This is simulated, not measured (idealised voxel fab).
process module | voxel air gaps
cross-section cut | 155 nm wide | cells 5 nm
A cross-section is a grid of square cells, given in bands from the top down. A band is one or more rows of cells.
Each band's line starts with the height of the band's top and of its bottom, in nm. Then come its materials from left to right, each with its width in nm. One material with "throughout" fills the band from edge to edge. "air" is empty space.
Height 0 is the level under which the wafer as received is all one material. The lowest band goes on downwards, as in "0 down".
A width such as "30 to 40" changes by the same amount from each row of cells to the next, from the band's top row to its bottom row.
"no change" after a step means that no cell of the cross-section changed.
closed voids: empty space of 8 cells or more with no open way to the top, each as width x height at its distance from the left edge, in nm
after a step's settings: what the simulator itself notes on the step
overlay nm, on a step with a mask: how far to the right of its planned place the mask lay; to the left if negative
plan
1 op RECEIVE | material Si
2 op CONFORMAL_DEP | material SiO2 | thk nm 15
3 op CONFORMAL_DEP | material SiCN | thk nm 5
4 op DIRECTIONAL_DEP | material lowk | thk nm 40
5 op PATTERN | tone open | mask id LINES | material resist | width nm 15 | pitch nm 40 | thk nm 20 | overlay nm 0
6 op DIRECTIONAL_ETCH | etch materials lowk | depth nm 40
7 op STRIP | etch materials resist
8 op CONFORMAL_DEP | material TiN | thk nm 5
9 op FILL_DEP | material W | thk nm 10
10 op CMP | height nm 60
11 op EPI | material Ru | thk nm 10
12 op SELECTIVE_ETCH | etch materials lowk | depth nm 50
13 op CONFORMAL_DEP | material SiCN | thk nm 5
as received, after step 1
  0 down: Si throughout
  closed voids: none
first wafer at the end, as planned
  75 to 70: air 15 | SiCN 125 | air 15
  70 to 60: air 15 | SiCN 5 | Ru 35 | SiCN 5 | Ru 35 | SiCN 5 | Ru 35 | SiCN 5 | air 15
  60 to 55: air 15 | SiCN 15 | TiN 5 | W 5 | TiN 5 | SiCN 25 | TiN 5 | W 5 | TiN 5 | SiCN 25 | TiN 5 | W 5 | TiN 5 | SiCN 15 | air 15
  55 to 25: air 25 | SiCN 5 | TiN 5 | W 5 | TiN 5 | SiCN 5 | air 15 | SiCN 5 | TiN 5 | W 5 | TiN 5 | SiCN 5 | air 15 | SiCN 5 | TiN 5 | W 5 | TiN 5 | SiCN 5 | air 25
  25 to 20: SiCN 30 | TiN 15 | SiCN 25 | TiN 15 | SiCN 25 | TiN 15 | SiCN 30
  20 to 15: SiCN throughout
  15 to 0: SiO2 throughout
  0 down: Si throughout
  closed voids: 15 x 30 at 50; 15 x 30 at 90
second wafer at the end: like start, like plan, one mistake
  65 to 60: air 15 | SiCN 125 | air 15
  60 to 50: air 15 | SiCN 5 | Ru 35 | SiCN 5 | Ru 35 | SiCN 5 | Ru 35 | SiCN 5 | air 15
  50 to 45: air 15 | SiCN 15 | TiN 5 | W 5 | TiN 5 | SiCN 25 | TiN 5 | W 5 | TiN 5 | SiCN 25 | TiN 5 | W 5 | TiN 5 | SiCN 15 | air 15
  45 to 25: air 25 | SiCN 5 | TiN 5 | W 5 | TiN 5 | SiCN 5 | air 15 | SiCN 5 | TiN 5 | W 5 | TiN 5 | SiCN 5 | air 15 | SiCN 5 | TiN 5 | W 5 | TiN 5 | SiCN 5 | air 25
  25 to 20: SiCN 30 | TiN 15 | SiCN 25 | TiN 15 | SiCN 25 | TiN 15 | SiCN 30
  20 to 15: SiCN throughout
  15 to 0: SiO2 throughout
  0 down: Si throughout
  closed voids: 15 x 20 at 50; 15 x 20 at 90
what went wrong: step 10 ran as: op CMP | height nm 50
at the end the second wafer has, in cells: 12 fewer of SiCN | 12 fewer of TiN | 6 fewer of W
